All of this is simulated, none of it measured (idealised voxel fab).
Process module under the name voxel self aligned contacts
Each square cell in cross-section cut measures 5 nm, and the section as a whole is 290 nm wide.
Bands, listed from the top down, are how a cross-section gets written in this document; the cross-section itself is a grid of square cells, and a band is one or more rows of them. For a band, the entry starts with two heights in nm, that of the top and then that of the bottom, and carries on with the band's materials in order from left to right, each alongside its width in nm; the word "edge to edge" beside a single material means it fills the band edge to edge, and "air" means empty space. Measure heights from 0. That's the level where, below it, the as-received wafer is all one material. The lowest band is bottomless and extends downward; write it as in "z 0 and below". With a width like "30->40", each row of cells in the band differs from the next by the same amount, the top row carrying the first number and the bottom row the second. Given "same as before" for a step, no cell of the cross-section differs between before and after that step. "Unvented cavities" specifies each empty space that is not open to the top and that occupies no fewer than 8 cells, using the form width x height at distance, the distance measured from the left edge and all three quantities in nm. What comes after the settings on a step's line is commentary from the simulator itself on that step. Steps that use a mask can have "overlay nm" on their line. It says how far the mask sat to the right of where it was meant to be. Negative means to the left.

**Here's what the planned process steps look like**
- 1: RECEIVE | material Si
- 2: CONFORMAL_DEP | material SiO2 | thk nm 5
- 3: DIRECTIONAL_DEP | material polySi | thk nm 25
- 4: DIRECTIONAL_DEP | material SiN | thk nm 25
- 5: PATTERN | tone cover | mask id GATE | material resist | width nm 25 | pitch nm 60 | thk nm 15 | overlay nm 0
- 6: DIRECTIONAL_ETCH | etch materials SiN | depth nm 25
- 7: DIRECTIONAL_ETCH | etch materials polySi | depth nm 25
- 8: STRIP | etch materials resist
- 9: CONFORMAL_DEP | material SiN | thk nm 10
- 10: DIRECTIONAL_ETCH | etch materials SiN | depth nm 10
- 11: FILL_DEP | material SiO2 | thk nm 15
- 12: CMP | height nm 65
- 13: DIRECTIONAL_DEP | material aC | thk nm 10
- 14: PATTERN | tone open | mask id CONTACT | material resist | width nm 45 | pitch nm 60 | thk nm 30 | overlay nm 0
- 15: DIRECTIONAL_ETCH | etch materials aC | depth nm 10
- 16: STRIP | etch materials resist
- 17: DIRECTIONAL_ETCH | etch materials SiO2 | depth nm 65
- 18: STRIP | etch materials aC
- 19: CONFORMAL_DEP | material TiN | thk nm 5
- 20: FILL_DEP | material W | thk nm 10
- 21: CMP | height nm 65
- 22: CONFORMAL_DEP | material SiCN | thk nm 5

**Cross-sectional view of the wafer in its as-received condition, corresponding to the state after step 1**
z 0 and below: Si edge to edge
Unvented cavities: none

**Wafer at module end, in section. Began as above, planned as above, run with one mistake**
z 70 to 65: SiCN edge to edge
z 65 to 60: SiO2: 90  TiN: 5  W: 35  TiN: 5  SiO2: 15  TiN: 5  W: 35  TiN: 5  SiO2: 95
z 60 to 55: SiO2: 90  TiN: 45  SiO2: 15  TiN: 45  SiO2: 95
z 55 to 30: SiO2: 55  SiN: 55  TiN: 5  SiN: 55  TiN: 5  SiN: 55  SiO2: 60
z 30 to 5: SiO2: 55  SiN: 10  polySi: 35  SiN: 10  TiN: 5  SiN: 10  polySi: 35  SiN: 10  TiN: 5  SiN: 10  polySi: 35  SiN: 10  SiO2: 60
z 5 to 0: SiO2: 110  TiN: 5  SiO2: 55  TiN: 5  SiO2: 115
z 0 and below: Si edge to edge
Unvented cavities: none
what went wrong: off-plan run, step 5, actual operation and settings PATTERN | tone cover | mask id GATE | material resist | width nm 35 | pitch nm 60 | thk nm 15 | overlay nm 0
